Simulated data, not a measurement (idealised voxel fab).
process module | voxel transistor to metal
cross-section cut | 145 nm wide | cells 5 nm
A cross-section is a grid of square cells, given in bands from the top down. A band is one or more rows of cells.
Each band's line starts with the height of the band's top and of its bottom, in nm. Then come its materials from left to right, each with its width in nm. One material with "throughout" fills the band from edge to edge. "air" is empty space.
Height 0 is the level under which the wafer as received is all one material. The lowest band goes on downwards, as in "0 down".
A width such as "30 to 40" changes by the same amount from each row of cells to the next, from the band's top row to its bottom row.
"no change" after a step means that no cell of the cross-section changed.
closed voids: empty space of 8 cells or more with no open way to the top, each as width x height at its distance from the left edge, in nm
after a step's settings: what the simulator itself notes on the step
overlay nm, on a step with a mask: how far to the right of its planned place the mask lay; to the left if negative
plan
1 op RECEIVE | material Si
2 op OXIDIZE | depth nm 5
3 op CONFORMAL_DEP | material SiN | thk nm 10
4 op PATTERN | tone cover | mask id ACTIVE | material resist | width nm 85 | thk nm 15 | overlay nm 0
5 op DIRECTIONAL_ETCH | etch materials SiN | depth nm 10
6 op DIRECTIONAL_ETCH | etch materials SiO2 | depth nm 5
7 op DIRECTIONAL_ETCH | etch materials Si | depth nm 25
8 op STRIP | etch materials resist
9 op FILL_DEP | material SiO2 | thk nm 5
10 op CMP | height nm 10
11 op SELECTIVE_ETCH | etch materials SiO2 | depth nm 5
12 op STRIP | etch materials SiN
13 op SELECTIVE_ETCH | etch materials SiO2 | depth nm 5
14 op OXIDIZE | depth nm 5
15 op DIRECTIONAL_DEP | material polySi | thk nm 25
16 op DIRECTIONAL_DEP | material SiCN | thk nm 15
17 op MASKED_ETCH | tone cover | mask id GATE | width nm 15 | etch materials SiCN | depth nm 25 | overlay nm 0
18 op MASKED_ETCH | tone cover | mask id GATE | width nm 15 | etch materials polySi | depth nm 35 | overlay nm 0
19 op CONFORMAL_DEP | material SiO2 | thk nm 5
20 op DIRECTIONAL_ETCH | etch materials SiO2 | depth nm 5
21 op CONFORMAL_DEP | material SiN | thk nm 10
22 op DIRECTIONAL_ETCH | etch materials SiN | depth nm 10
23 op DIRECTIONAL_ETCH | etch materials SiO2 | depth nm 5
24 op DIRECTIONAL_ETCH | etch materials Si | depth nm 5
25 op EPI | material SiGe | thk nm 5
26 op FILL_DEP | material SiO2 | thk nm 10
27 op CMP | height nm 35
28 op DIRECTIONAL_DEP | material SiO2 | thk nm 15
29 op PATTERN | tone open | mask id CONTACT | material resist | width nm 25 | pitch nm 50 | thk nm 15 | overlay nm 0
30 op DIRECTIONAL_ETCH | etch materials SiO2 | depth nm 55
31 op STRIP | etch materials resist
32 op CONFORMAL_DEP | material TiN | thk nm 5
33 op FILL_DEP | material W | thk nm 5
34 op CMP | height nm 50
35 op DIRECTIONAL_DEP | material TiN | thk nm 5
36 op DIRECTIONAL_DEP | material W | thk nm 25
37 op MASKED_ETCH | tone cover | mask id METAL_1 | width nm 15 | pitch nm 60 | etch materials W | depth nm 25 | overlay nm 0
38 op MASKED_ETCH | tone cover | mask id METAL_1 | width nm 15 | pitch nm 60 | etch materials TiN | depth nm 5 | overlay nm 0
39 op CONFORMAL_DEP | material SiCN | thk nm 5
40 op FILL_DEP | material SiO2 | thk nm 10
41 op CMP | height nm 80
42 op CONFORMAL_DEP | material SiCN | thk nm 5
first wafer, as planned
as received, after step 1
  0 down: Si throughout
  closed voids: none
after step 2
  0 to -5: SiO2 throughout
  below -5: unchanged
after step 3
  10 to 0: SiN throughout
  below 0: unchanged
after step 4
  25 to 10: air 30 | resist 85 | air 30
  below 10: unchanged
after step 5
  25 to 10: air 30 | resist 85 | air 30
  10 to 0: air 30 | SiN 85 | air 30
  below 0: unchanged
after step 6
  25 to 10: air 30 | resist 85 | air 30
  10 to 0: air 30 | SiN 85 | air 30
  0 to -5: air 30 | SiO2 85 | air 30
  below -5: unchanged
after step 7
  25 to 10: air 30 | resist 85 | air 30
  10 to 0: air 30 | SiN 85 | air 30
  0 to -5: air 30 | SiO2 85 | air 30
  -5 to -30: air 30 | Si 85 | air 30
  below -30: unchanged
after step 8
  10 to 0: air 30 | SiN 85 | air 30
  below 0: unchanged
after step 9
  15 to 10: SiO2 throughout
  10 to 0: SiO2 30 | SiN 85 | SiO2 30
  0 to -5: SiO2 throughout
  -5 to -30: SiO2 30 | Si 85 | SiO2 30
  below -30: unchanged
after step 10
  10 to 0: SiO2 30 | SiN 85 | SiO2 30
  below 0: unchanged
after step 11
  10 to 5: air 30 | SiN 85 | air 30
  below 5: unchanged
after step 12
  5 to 0: SiO2 30 | air 85 | SiO2 30
  below 0: unchanged
after step 13
  0 to -5: SiO2 25 | air 95 | SiO2 25
  below -5: unchanged
after step 14
  0 to -5: SiO2 25 | air 95 | SiO2 25
  -5 to -10: SiO2 throughout
  below -10: unchanged
after step 15
  25 to 20: polySi 25 | air 95 | polySi 25
  20 to 0: polySi throughout
  0 to -5: SiO2 25 | polySi 95 | SiO2 25
  below -5: unchanged
after step 16
  40 to 35: SiCN 25 | air 95 | SiCN 25
  35 to 25: SiCN throughout
  25 to 20: polySi 25 | SiCN 95 | polySi 25
  below 20: unchanged
after step 17
  35 to 25: air 65 | SiCN 15 | air 65
  25 to 20: polySi 25 | air 40 | SiCN 15 | air 40 | polySi 25
  below 20: unchanged
after step 18
  35 to 20: air 65 | SiCN 15 | air 65
  20 to 0: air 65 | polySi 15 | air 65
  0 to -5: SiO2 25 | air 40 | polySi 15 | air 40 | SiO2 25
  below -5: unchanged
after step 19
  40 to 35: air 60 | SiO2 25 | air 60
  35 to 20: air 60 | SiO2 5 | SiCN 15 | SiO2 5 | air 60
  20 to 5: air 60 | SiO2 5 | polySi 15 | SiO2 5 | air 60
  5 to 0: SiO2 30 | air 30 | SiO2 5 | polySi 15 | SiO2 5 | air 30 | SiO2 30
  0 to -5: SiO2 65 | polySi 15 | SiO2 65
  below -5: unchanged
after step 20
  35 to 20: air 60 | SiO2 5 | SiCN 15 | SiO2 5 | air 60
  20 to 0: air 60 | SiO2 5 | polySi 15 | SiO2 5 | air 60
  0 to -5: SiO2 30 | air 30 | SiO2 5 | polySi 15 | SiO2 5 | air 30 | SiO2 30
  below -5: unchanged
after step 21
  45 to 35: air 50 | SiN 45 | air 50
  35 to 20: air 50 | SiN 10 | SiO2 5 | SiCN 15 | SiO2 5 | SiN 10 | air 50
  20 to 10: air 50 | SiN 10 | SiO2 5 | polySi 15 | SiO2 5 | SiN 10 | air 50
  10 to 5: SiN 40 | air 10 | SiN 10 | SiO2 5 | polySi 15 | SiO2 5 | SiN 10 | air 10 | SiN 40
  5 to 0: SiN 60 | SiO2 5 | polySi 15 | SiO2 5 | SiN 60
  0 to -5: SiO2 30 | SiN 30 | SiO2 5 | polySi 15 | SiO2 5 | SiN 30 | SiO2 30
  below -5: unchanged
after step 22
  35 to 20: air 50 | SiN 10 | SiO2 5 | SiCN 15 | SiO2 5 | SiN 10 | air 50
  20 to 0: air 50 | SiN 10 | SiO2 5 | polySi 15 | SiO2 5 | SiN 10 | air 50
  0 to -5: SiO2 30 | SiN 10 | air 10 | SiN 10 | SiO2 5 | polySi 15 | SiO2 5 | SiN 10 | air 10 | SiN 10 | SiO2 30
  below -5: unchanged
after step 23
  35 to 30: air 50 | SiN 10 | air 5 | SiCN 15 | air 5 | SiN 10 | air 50
  30 to 20: air 50 | SiN 10 | SiO2 5 | SiCN 15 | SiO2 5 | SiN 10 | air 50
  20 to 0: air 50 | SiN 10 | SiO2 5 | polySi 15 | SiO2 5 | SiN 10 | air 50
  0 to -5: air 30 | SiN 10 | air 10 | SiN 10 | SiO2 5 | polySi 15 | SiO2 5 | SiN 10 | air 10 | SiN 10 | air 30
  -5 to -10: SiO2 40 | air 10 | SiO2 45 | air 10 | SiO2 40
  below -10: unchanged
after step 24
  35 to 30: air 50 | SiN 10 | air 5 | SiCN 15 | air 5 | SiN 10 | air 50
  30 to 20: air 50 | SiN 10 | SiO2 5 | SiCN 15 | SiO2 5 | SiN 10 | air 50
  20 to 0: air 50 | SiN 10 | SiO2 5 | polySi 15 | SiO2 5 | SiN 10 | air 50
  0 to -5: air 30 | SiN 10 | air 10 | SiN 10 | SiO2 5 | polySi 15 | SiO2 5 | SiN 10 | air 10 | SiN 10 | air 30
  -5 to -10: SiO2 40 | air 10 | SiO2 45 | air 10 | SiO2 40
  -10 to -15: SiO2 30 | Si 10 | air 10 | Si 45 | air 10 | Si 10 | SiO2 30
  below -15: unchanged
after step 25
  35 to 30: air 50 | SiN 10 | air 5 | SiCN 15 | air 5 | SiN 10 | air 50
  30 to 20: air 50 | SiN 10 | SiO2 5 | SiCN 15 | SiO2 5 | SiN 10 | air 50
  20 to 0: air 50 | SiN 10 | SiO2 5 | polySi 15 | SiO2 5 | SiN 10 | air 50
  0 to -5: air 30 | SiN 10 | air 10 | SiN 10 | SiO2 5 | polySi 15 | SiO2 5 | SiN 10 | air 10 | SiN 10 | air 30
  -5 to -10: SiO2 40 | SiGe 10 | SiO2 45 | SiGe 10 | SiO2 40
  -10 to -15: SiO2 30 | Si 10 | SiGe 10 | Si 45 | SiGe 10 | Si 10 | SiO2 30
  below -15: unchanged
after step 26
  45 to 35: SiO2 throughout
  35 to 20: SiO2 50 | SiN 10 | SiO2 5 | SiCN 15 | SiO2 5 | SiN 10 | SiO2 50
  20 to 0: SiO2 50 | SiN 10 | SiO2 5 | polySi 15 | SiO2 5 | SiN 10 | SiO2 50
  0 to -5: SiO2 30 | SiN 10 | SiO2 10 | SiN 10 | SiO2 5 | polySi 15 | SiO2 5 | SiN 10 | SiO2 10 | SiN 10 | SiO2 30
  below -5: unchanged
after step 27
  35 to 20: SiO2 50 | SiN 10 | SiO2 5 | SiCN 15 | SiO2 5 | SiN 10 | SiO2 50
  below 20: unchanged
after step 28
  50 to 35: SiO2 throughout
  below 35: unchanged
after step 29
  65 to 50: resist 35 | air 25 | resist 25 | air 25 | resist 35
  below 50: unchanged
after step 30
  65 to 50: resist 35 | air 25 | resist 25 | air 25 | resist 35
  50 to 35: SiO2 35 | air 25 | SiO2 25 | air 25 | SiO2 35
  35 to 20: SiO2 35 | air 15 | SiN 10 | SiO2 5 | SiCN 15 | SiO2 5 | SiN 10 | air 15 | SiO2 35
  20 to 0: SiO2 35 | air 15 | SiN 10 | SiO2 5 | polySi 15 | SiO2 5 | SiN 10 | air 15 | SiO2 35
  0 to -5: SiO2 30 | SiN 10 | air 10 | SiN 10 | SiO2 5 | polySi 15 | SiO2 5 | SiN 10 | air 10 | SiN 10 | SiO2 30
  below -5: unchanged
after step 31
  50 to 35: SiO2 35 | air 25 | SiO2 25 | air 25 | SiO2 35
  below 35: unchanged
after step 32
  55 to 50: TiN 40 | air 15 | TiN 35 | air 15 | TiN 40
  50 to 40: SiO2 35 | TiN 5 | air 15 | TiN 5 | SiO2 25 | TiN 5 | air 15 | TiN 5 | SiO2 35
  40 to 35: SiO2 35 | TiN 5 | air 5 | TiN 15 | SiO2 25 | TiN 15 | air 5 | TiN 5 | SiO2 35
  35 to 20: SiO2 35 | TiN 5 | air 5 | TiN 5 | SiN 10 | SiO2 5 | SiCN 15 | SiO2 5 | SiN 10 | TiN 5 | air 5 | TiN 5 | SiO2 35
  20 to 5: SiO2 35 | TiN 5 | air 5 | TiN 5 | SiN 10 | SiO2 5 | polySi 15 | SiO2 5 | SiN 10 | TiN 5 | air 5 | TiN 5 | SiO2 35
  5 to 0: SiO2 35 | TiN 15 | SiN 10 | SiO2 5 | polySi 15 | SiO2 5 | SiN 10 | TiN 15 | SiO2 35
  0 to -5: SiO2 30 | SiN 10 | TiN 10 | SiN 10 | SiO2 5 | polySi 15 | SiO2 5 | SiN 10 | TiN 10 | SiN 10 | SiO2 30
  below -5: unchanged
after step 33
  60 to 55: W throughout
  55 to 50: TiN 40 | W 15 | TiN 35 | W 15 | TiN 40
  50 to 40: SiO2 35 | TiN 5 | W 15 | TiN 5 | SiO2 25 | TiN 5 | W 15 | TiN 5 | SiO2 35
  40 to 35: SiO2 35 | TiN 5 | W 5 | TiN 15 | SiO2 25 | TiN 15 | W 5 | TiN 5 | SiO2 35
  35 to 20: SiO2 35 | TiN 5 | W 5 | TiN 5 | SiN 10 | SiO2 5 | SiCN 15 | SiO2 5 | SiN 10 | TiN 5 | W 5 | TiN 5 | SiO2 35
  20 to 5: SiO2 35 | TiN 5 | W 5 | TiN 5 | SiN 10 | SiO2 5 | polySi 15 | SiO2 5 | SiN 10 | TiN 5 | W 5 | TiN 5 | SiO2 35
  below 5: unchanged
after step 34
  50 to 40: SiO2 35 | TiN 5 | W 15 | TiN 5 | SiO2 25 | TiN 5 | W 15 | TiN 5 | SiO2 35
  below 40: unchanged
after step 35
  55 to 50: TiN throughout
  below 50: unchanged
after step 36
  80 to 55: W throughout
  below 55: unchanged
after step 37
  80 to 55: air 35 | W 15 | air 45 | W 15 | air 35
  below 55: unchanged
after step 38
  80 to 55: air 35 | W 15 | air 45 | W 15 | air 35
  55 to 50: air 35 | TiN 15 | air 45 | TiN 15 | air 35
  below 50: unchanged
after step 39
  85 to 80: air 30 | SiCN 25 | air 35 | SiCN 25 | air 30
  80 to 55: air 30 | SiCN 5 | W 15 | SiCN 5 | air 35 | SiCN 5 | W 15 | SiCN 5 | air 30
  55 to 50: SiCN 35 | TiN 15 | SiCN 45 | TiN 15 | SiCN 35
  below 50: unchanged
after step 40
  95 to 85: SiO2 throughout
  85 to 80: SiO2 30 | SiCN 25 | SiO2 35 | SiCN 25 | SiO2 30
  80 to 55: SiO2 30 | SiCN 5 | W 15 | SiCN 5 | SiO2 35 | SiCN 5 | W 15 | SiCN 5 | SiO2 30
  below 55: unchanged
after step 41
  80 to 55: SiO2 30 | SiCN 5 | W 15 | SiCN 5 | SiO2 35 | SiCN 5 | W 15 | SiCN 5 | SiO2 30
  below 55: unchanged
after step 42
  85 to 80: SiCN throughout
  below 80: unchanged
second wafer: like start, like plan, one mistake. Through step 18 it matches the first wafer
when step 19 should have ended
  40 to 20: air 60 | SiCN 25 | air 60
  20 to 5: air 60 | SiCN 5 | polySi 15 | SiCN 5 | air 60
  5 to 0: SiCN 30 | air 30 | SiCN 5 | polySi 15 | SiCN 5 | air 30 | SiCN 30
  0 to -5: SiO2 25 | SiCN 40 | polySi 15 | SiCN 40 | SiO2 25
  below -5: unchanged
when step 20 should have ended: no change
when step 21 should have ended
  50 to 40: air 50 | SiN 45 | air 50
  40 to 20: air 50 | SiN 10 | SiCN 25 | SiN 10 | air 50
  20 to 15: air 50 | SiN 10 | SiCN 5 | polySi 15 | SiCN 5 | SiN 10 | air 50
  15 to 10: SiN 40 | air 10 | SiN 10 | SiCN 5 | polySi 15 | SiCN 5 | SiN 10 | air 10 | SiN 40
  10 to 5: SiN 60 | SiCN 5 | polySi 15 | SiCN 5 | SiN 60
  5 to 0: SiCN 30 | SiN 30 | SiCN 5 | polySi 15 | SiCN 5 | SiN 30 | SiCN 30
  below 0: unchanged
when step 22 should have ended
  40 to 20: air 50 | SiN 10 | SiCN 25 | SiN 10 | air 50
  20 to 5: air 50 | SiN 10 | SiCN 5 | polySi 15 | SiCN 5 | SiN 10 | air 50
  5 to 0: SiCN 30 | SiN 10 | air 10 | SiN 10 | SiCN 5 | polySi 15 | SiCN 5 | SiN 10 | air 10 | SiN 10 | SiCN 30
  below 0: unchanged
when step 23 should have ended: no change
when step 24 should have ended: no change
when step 25 should have ended: no change
when step 26 should have ended
  50 to 40: SiO2 throughout
  40 to 20: SiO2 50 | SiN 10 | SiCN 25 | SiN 10 | SiO2 50
  20 to 5: SiO2 50 | SiN 10 | SiCN 5 | polySi 15 | SiCN 5 | SiN 10 | SiO2 50
  5 to 0: SiCN 30 | SiN 10 | SiO2 10 | SiN 10 | SiCN 5 | polySi 15 | SiCN 5 | SiN 10 | SiO2 10 | SiN 10 | SiCN 30
  below 0: unchanged
when step 27 should have ended
  35 to 20: SiO2 50 | SiN 10 | SiCN 25 | SiN 10 | SiO2 50
  below 20: unchanged
when step 28 should have ended
  50 to 35: SiO2 throughout
  below 35: unchanged
when step 29 should have ended
  65 to 50: resist 35 | air 25 | resist 25 | air 25 | resist 35
  below 50: unchanged
when step 30 should have ended
  65 to 50: resist 35 | air 25 | resist 25 | air 25 | resist 35
  50 to 35: SiO2 35 | air 25 | SiO2 25 | air 25 | SiO2 35
  35 to 20: SiO2 35 | air 15 | SiN 10 | SiCN 25 | SiN 10 | air 15 | SiO2 35
  20 to 5: SiO2 35 | air 15 | SiN 10 | SiCN 5 | polySi 15 | SiCN 5 | SiN 10 | air 15 | SiO2 35
  5 to 0: SiCN 30 | SiN 10 | air 10 | SiN 10 | SiCN 5 | polySi 15 | SiCN 5 | SiN 10 | air 10 | SiN 10 | SiCN 30
  below 0: unchanged
when step 31 should have ended
  50 to 35: SiO2 35 | air 25 | SiO2 25 | air 25 | SiO2 35
  below 35: unchanged
when step 32 should have ended
  55 to 50: TiN 40 | air 15 | TiN 35 | air 15 | TiN 40
  50 to 40: SiO2 35 | TiN 5 | air 15 | TiN 5 | SiO2 25 | TiN 5 | air 15 | TiN 5 | SiO2 35
  40 to 35: SiO2 35 | TiN 5 | air 5 | TiN 15 | SiO2 25 | TiN 15 | air 5 | TiN 5 | SiO2 35
  35 to 20: SiO2 35 | TiN 5 | air 5 | TiN 5 | SiN 10 | SiCN 25 | SiN 10 | TiN 5 | air 5 | TiN 5 | SiO2 35
  20 to 10: SiO2 35 | TiN 5 | air 5 | TiN 5 | SiN 10 | SiCN 5 | polySi 15 | SiCN 5 | SiN 10 | TiN 5 | air 5 | TiN 5 | SiO2 35
  10 to 5: SiO2 35 | TiN 15 | SiN 10 | SiCN 5 | polySi 15 | SiCN 5 | SiN 10 | TiN 15 | SiO2 35
  5 to 0: SiCN 30 | SiN 10 | TiN 10 | SiN 10 | SiCN 5 | polySi 15 | SiCN 5 | SiN 10 | TiN 10 | SiN 10 | SiCN 30
  below 0: unchanged
when step 33 should have ended
  60 to 55: W throughout
  55 to 50: TiN 40 | W 15 | TiN 35 | W 15 | TiN 40
  50 to 40: SiO2 35 | TiN 5 | W 15 | TiN 5 | SiO2 25 | TiN 5 | W 15 | TiN 5 | SiO2 35
  40 to 35: SiO2 35 | TiN 5 | W 5 | TiN 15 | SiO2 25 | TiN 15 | W 5 | TiN 5 | SiO2 35
  35 to 20: SiO2 35 | TiN 5 | W 5 | TiN 5 | SiN 10 | SiCN 25 | SiN 10 | TiN 5 | W 5 | TiN 5 | SiO2 35
  20 to 10: SiO2 35 | TiN 5 | W 5 | TiN 5 | SiN 10 | SiCN 5 | polySi 15 | SiCN 5 | SiN 10 | TiN 5 | W 5 | TiN 5 | SiO2 35
  below 10: unchanged
when step 34 should have ended
  50 to 40: SiO2 35 | TiN 5 | W 15 | TiN 5 | SiO2 25 | TiN 5 | W 15 | TiN 5 | SiO2 35
  below 40: unchanged
when step 35 should have ended
  55 to 50: TiN throughout
  below 50: unchanged
when step 36 should have ended
  80 to 55: W throughout
  below 55: unchanged
when step 37 should have ended
  80 to 55: air 35 | W 15 | air 45 | W 15 | air 35
  below 55: unchanged
when step 38 should have ended
  80 to 55: air 35 | W 15 | air 45 | W 15 | air 35
  55 to 50: air 35 | TiN 15 | air 45 | TiN 15 | air 35
  below 50: unchanged
when step 39 should have ended
  85 to 80: air 30 | SiCN 25 | air 35 | SiCN 25 | air 30
  80 to 55: air 30 | SiCN 5 | W 15 | SiCN 5 | air 35 | SiCN 5 | W 15 | SiCN 5 | air 30
  55 to 50: SiCN 35 | TiN 15 | SiCN 45 | TiN 15 | SiCN 35
  below 50: unchanged
when step 40 should have ended
  95 to 85: SiO2 throughout
  85 to 80: SiO2 30 | SiCN 25 | SiO2 35 | SiCN 25 | SiO2 30
  80 to 55: SiO2 30 | SiCN 5 | W 15 | SiCN 5 | SiO2 35 | SiCN 5 | W 15 | SiCN 5 | SiO2 30
  below 55: unchanged
when step 41 should have ended
  80 to 55: SiO2 30 | SiCN 5 | W 15 | SiCN 5 | SiO2 35 | SiCN 5 | W 15 | SiCN 5 | SiO2 30
  below 55: unchanged
when step 42 should have ended
  85 to 80: SiCN throughout
  below 80: unchanged
what went wrong: step 19 ran as: op CONFORMAL_DEP | material SiCN | thk nm 5
at the end the second wafer has, in cells: 4 more of Si | 42 more of SiCN | 8 fewer of SiGe | 4 fewer of SiN | 28 fewer of SiO2 | 4 fewer of TiN | 2 fewer of W
